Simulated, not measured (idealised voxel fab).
Herein follows the process module entitled voxel self aligned contacts.
FYI the section here is cut, 220 nm wide, cells are 5 nm squares.
Cross-section, as written here: a square-cell grid given band by band from the top down, where a band holds one or more rows of cells.
For a band, the entry starts with two heights in nm, that of the top and then that of the bottom, and carries on with the band's materials in order from left to right, each alongside its width in nm; the word "full width" beside a single material means it fills the band edge to edge, and "empty" means empty space.
Counting heights begins at 0, where everything beneath is, in the wafer as received, one material. The lowest band has no bottom; it goes on downwards, as "0 down" shows.
A width given as "30..40" starts at the first number in the band's top row and ends at the second number in its bottom row, shifting by an equal amount at every step from row to row.
A step reported as "nothing was modified" is a step in which no cell of the cross-section changed.
Entry "Closed void listing" = empty spaces >= 8 cells with no open way to the top; each as width x height at distance, distance from left edge, all nm.
Step line, after settings: the simulator's comment on this step.
overlay nm: how far to the right of its planned place the mask lay on this masked step (negative: to the left).
### This section lists the process steps that were planned
1,RECEIVE [material Si]
2,CONFORMAL_DEP [material SiO2] [thk nm 5]
3,DIRECTIONAL_DEP [material polySi] [thk nm 25]
4,DIRECTIONAL_DEP [material SiN] [thk nm 25]
5,DIRECTIONAL_DEP [material aC] [thk nm 15]
6,PATTERN [tone cover] [mask id GATE] [material resist] [width nm 25] [pitch nm 70] [thk nm 30] [overlay nm 0]
7,DIRECTIONAL_ETCH [etch materials aC] [depth nm 15]
8,STRIP [etch materials resist]
9,DIRECTIONAL_ETCH [etch materials SiN] [depth nm 25]
10,DIRECTIONAL_ETCH [etch materials polySi] [depth nm 25]
11,STRIP [etch materials aC]
12,CONFORMAL_DEP [material SiN] [thk nm 10]
13,DIRECTIONAL_ETCH [etch materials SiN] [depth nm 10]
14,FILL_DEP [material SiO2] [thk nm 20]
15,CMP [height nm 65]
16,PATTERN [tone open] [mask id CONTACT] [material resist] [width nm 55] [thk nm 20] [overlay nm 0]
17,DIRECTIONAL_ETCH [etch materials SiO2] [depth nm 65]
18,STRIP [etch materials resist]
19,CONFORMAL_DEP [material TiN] [thk nm 5]
20,FILL_DEP [material W] [thk nm 10]
21,CMP [height nm 65]
22,CONFORMAL_DEP [material SiN] [thk nm 5]
### Below: the first of two wafers, run as planned
### So this is the incoming wafer in cross-section - it's already been through step 1
* 0 down | Si full width
* Closed void listing: none
### Wafer section view after processing step 2
* 5 to 0 | SiO2 full width
* All layers under 0 are left as they were.
### Wafer section view after processing step 3
* 30 to 5 | polySi full width
* All layers under 5 are left as they were.
### Wafer section view after processing step 4
* 55 to 30 | SiN full width
* All layers under 30 are left as they were.
### Wafer section view after processing step 5
* 70 to 55 | aC full width
* All layers under 55 are left as they were.
### Wafer section view after processing step 6
* 100 to 70 | empty (60)  resist (25)  empty (45)  resist (25)  empty (65)
* All layers under 70 are left as they were.
### Wafer section view after processing step 7
* 85 to 70 | empty (60)  resist (25)  empty (45)  resist (25)  empty (65)
* 70 to 55 | empty (60)  aC (25)  empty (45)  aC (25)  empty (65)
* All layers under 55 are left as they were.
### Wafer section view after processing step 8
* 70 to 55 | empty (60)  aC (25)  empty (45)  aC (25)  empty (65)
* All layers under 55 are left as they were.
### Wafer section view after processing step 9
* 70 to 55 | empty (60)  aC (25)  empty (45)  aC (25)  empty (65)
* 55 to 30 | empty (60)  SiN (25)  empty (45)  SiN (25)  empty (65)
* All layers under 30 are left as they were.
### Wafer section view after processing step 10
* 70 to 55 | empty (60)  aC (25)  empty (45)  aC (25)  empty (65)
* 55 to 30 | empty (60)  SiN (25)  empty (45)  SiN (25)  empty (65)
* 30 to 5 | empty (60)  polySi (25)  empty (45)  polySi (25)  empty (65)
* All layers under 5 are left as they were.
### Wafer section view after processing step 11
* 55 to 30 | empty (60)  SiN (25)  empty (45)  SiN (25)  empty (65)
* All layers under 30 are left as they were.
### Wafer section view after processing step 12
* 65 to 30 | empty (50)  SiN (45)  empty (25)  SiN (45)  empty (55)
* 30 to 15 | empty (50)  SiN (10)  polySi (25)  SiN (10)  empty (25)  SiN (10)  polySi (25)  SiN (10)  empty (55)
* 15 to 5 | SiN (60)  polySi (25)  SiN (45)  polySi (25)  SiN (65)
* All layers under 5 are left as they were.
### Wafer section view after processing step 13
* 55 to 30 | empty (50)  SiN (45)  empty (25)  SiN (45)  empty (55)
* 30 to 5 | empty (50)  SiN (10)  polySi (25)  SiN (10)  empty (25)  SiN (10)  polySi (25)  SiN (10)  empty (55)
* All layers under 5 are left as they were.
### Wafer section view after processing step 14
* 75 to 55 | SiO2 full width
* 55 to 30 | SiO2 (50)  SiN (45)  SiO2 (25)  SiN (45)  SiO2 (55)
* 30 to 5 | SiO2 (50)  SiN (10)  polySi (25)  SiN (10)  SiO2 (25)  SiN (10)  polySi (25)  SiN (10)  SiO2 (55)
* All layers under 5 are left as they were.
### Wafer section view after processing step 15
* 65 to 55 | SiO2 full width
* All layers under 55 are left as they were.
### Wafer section view after processing step 16
* 85 to 65 | resist (80)  empty (55)  resist (85)
* All layers under 65 are left as they were.
### Wafer section view after processing step 17
* 85 to 65 | resist (80)  empty (55)  resist (85)
* 65 to 55 | SiO2 (80)  empty (55)  SiO2 (85)
* 55 to 30 | SiO2 (50)  SiN (45)  empty (25)  SiN (45)  SiO2 (55)
* 30 to 5 | SiO2 (50)  SiN (10)  polySi (25)  SiN (10)  empty (25)  SiN (10)  polySi (25)  SiN (10)  SiO2 (55)
* 5 to 0 | SiO2 (95)  empty (25)  SiO2 (100)
* All layers under 0 are left as they were.
### Wafer section view after processing step 18
* 65 to 55 | SiO2 (80)  empty (55)  SiO2 (85)
* All layers under 55 are left as they were.
### Wafer section view after processing step 19
* 70 to 65 | TiN (85)  empty (45)  TiN (90)
* 65 to 55 | SiO2 (80)  TiN (5..20)  empty (45..15)  TiN (5..20)  SiO2 (85)
* 55 to 30 | SiO2 (50)  SiN (45)  TiN (5)  empty (15)  TiN (5)  SiN (45)  SiO2 (55)
* 30 to 5 | SiO2 (50)  SiN (10)  polySi (25)  SiN (10)  TiN (5)  empty (15)  TiN (5)  SiN (10)  polySi (25)  SiN (10)  SiO2 (55)
* 5 to 0 | SiO2 (95)  TiN (25)  SiO2 (100)
* All layers under 0 are left as they were.
### Wafer section view after processing step 20
* 80 to 70 | W full width
* 70 to 65 | TiN (85)  W (45)  TiN (90)
* 65 to 55 | SiO2 (80)  TiN (5..20)  W (45..15)  TiN (5..20)  SiO2 (85)
* 55 to 30 | SiO2 (50)  SiN (45)  TiN (5)  W (15)  TiN (5)  SiN (45)  SiO2 (55)
* 30 to 5 | SiO2 (50)  SiN (10)  polySi (25)  SiN (10)  TiN (5)  W (15)  TiN (5)  SiN (10)  polySi (25)  SiN (10)  SiO2 (55)
* All layers under 5 are left as they were.
### Wafer section view after processing step 21
* 65 to 55 | SiO2 (80)  TiN (5..20)  W (45..15)  TiN (5..20)  SiO2 (85)
* All layers under 55 are left as they were.
### Wafer section view after processing step 22
* 70 to 65 | SiN full width
* All layers under 65 are left as they were.
### Regarding the second of the two wafers: it shared the first wafer's starting condition and process plan, yet one error occurred during its execution. Its history coincides with that of the first wafer up to and including step 2
### Cross-section of the second wafer at the time step 3 of the plan should have ended
* 30 to 0 | SiO2 full width
* All layers under 0 are left as they were.
### Cross-section of the second wafer at the time step 4 of the plan should have ended
* 55 to 30 | SiN full width
* All layers under 30 are left as they were.
### Cross-section of the second wafer at the time step 5 of the plan should have ended
* 70 to 55 | aC full width
* All layers under 55 are left as they were.
### Cross-section of the second wafer at the time step 6 of the plan should have ended
* 100 to 70 | empty (60)  resist (25)  empty (45)  resist (25)  empty (65)
* All layers under 70 are left as they were.
### Cross-section of the second wafer at the time step 7 of the plan should have ended
* 85 to 70 | empty (60)  resist (25)  empty (45)  resist (25)  empty (65)
* 70 to 55 | empty (60)  aC (25)  empty (45)  aC (25)  empty (65)
* All layers under 55 are left as they were.
### Cross-section of the second wafer at the time step 8 of the plan should have ended
* 70 to 55 | empty (60)  aC (25)  empty (45)  aC (25)  empty (65)
* All layers under 55 are left as they were.
### Cross-section of the second wafer at the time step 9 of the plan should have ended
* 70 to 55 | empty (60)  aC (25)  empty (45)  aC (25)  empty (65)
* 55 to 30 | empty (60)  SiN (25)  empty (45)  SiN (25)  empty (65)
* All layers under 30 are left as they were.
Cross-section of the second wafer at the time step 10 of the plan should have ended: nothing was modified
### Cross-section of the second wafer at the time step 11 of the plan should have ended
* 55 to 30 | empty (60)  SiN (25)  empty (45)  SiN (25)  empty (65)
* All layers under 30 are left as they were.
### Cross-section of the second wafer at the time step 12 of the plan should have ended
* 65 to 40 | empty (50)  SiN (45)  empty (25)  SiN (45)  empty (55)
* 40 to 30 | SiN full width
* All layers under 30 are left as they were.
### Cross-section of the second wafer at the time step 13 of the plan should have ended
* 55 to 30 | empty (50)  SiN (45)  empty (25)  SiN (45)  empty (55)
* All layers under 30 are left as they were.
### Cross-section of the second wafer at the time step 14 of the plan should have ended
* 75 to 55 | SiO2 full width
* 55 to 30 | SiO2 (50)  SiN (45)  SiO2 (25)  SiN (45)  SiO2 (55)
* All layers under 30 are left as they were.
### Cross-section of the second wafer at the time step 15 of the plan should have ended
* 65 to 55 | SiO2 full width
* All layers under 55 are left as they were.
### Cross-section of the second wafer at the time step 16 of the plan should have ended
* 85 to 65 | resist (80)  empty (55)  resist (85)
* All layers under 65 are left as they were.
### Cross-section of the second wafer at the time step 17 of the plan should have ended
* 85 to 65 | resist (80)  empty (55)  resist (85)
* 65 to 55 | SiO2 (80)  empty (55)  SiO2 (85)
* 55 to 30 | SiO2 (50)  SiN (45)  empty (25)  SiN (45)  SiO2 (55)
* 30 to 0 | SiO2 (95)  empty (25)  SiO2 (100)
* All layers under 0 are left as they were.
### Cross-section of the second wafer at the time step 18 of the plan should have ended
* 65 to 55 | SiO2 (80)  empty (55)  SiO2 (85)
* All layers under 55 are left as they were.
### Cross-section of the second wafer at the time step 19 of the plan should have ended
* 70 to 65 | TiN (85)  empty (45)  TiN (90)
* 65 to 55 | SiO2 (80)  TiN (5..20)  empty (45..15)  TiN (5..20)  SiO2 (85)
* 55 to 30 | SiO2 (50)  SiN (45)  TiN (5)  empty (15)  TiN (5)  SiN (45)  SiO2 (55)
* 30 to 5 | SiO2 (95)  TiN (5)  empty (15)  TiN (5)  SiO2 (100)
* 5 to 0 | SiO2 (95)  TiN (25)  SiO2 (100)
* All layers under 0 are left as they were.
### Cross-section of the second wafer at the time step 20 of the plan should have ended
* 80 to 70 | W full width
* 70 to 65 | TiN (85)  W (45)  TiN (90)
* 65 to 55 | SiO2 (80)  TiN (5..20)  W (45..15)  TiN (5..20)  SiO2 (85)
* 55 to 30 | SiO2 (50)  SiN (45)  TiN (5)  W (15)  TiN (5)  SiN (45)  SiO2 (55)
* 30 to 5 | SiO2 (95)  TiN (5)  W (15)  TiN (5)  SiO2 (100)
* All layers under 5 are left as they were.
### Cross-section of the second wafer at the time step 21 of the plan should have ended
* 65 to 55 | SiO2 (80)  TiN (5..20)  W (45..15)  TiN (5..20)  SiO2 (85)
* All layers under 55 are left as they were.
### Cross-section of the second wafer at the time step 22 of the plan should have ended
* 70 to 65 | SiN full width
* All layers under 65 are left as they were.
Error vs. plan: planned and actual differ for step 3; actual: DIRECTIONAL_DEP [material SiO2] [thk nm 25]
Upon completion, the second wafer contains, in terms of cells, a greater or smaller amount of certain materials than the first wafer: 40 fewer of SiN | 90 more of SiO2 | 50 fewer of polySi
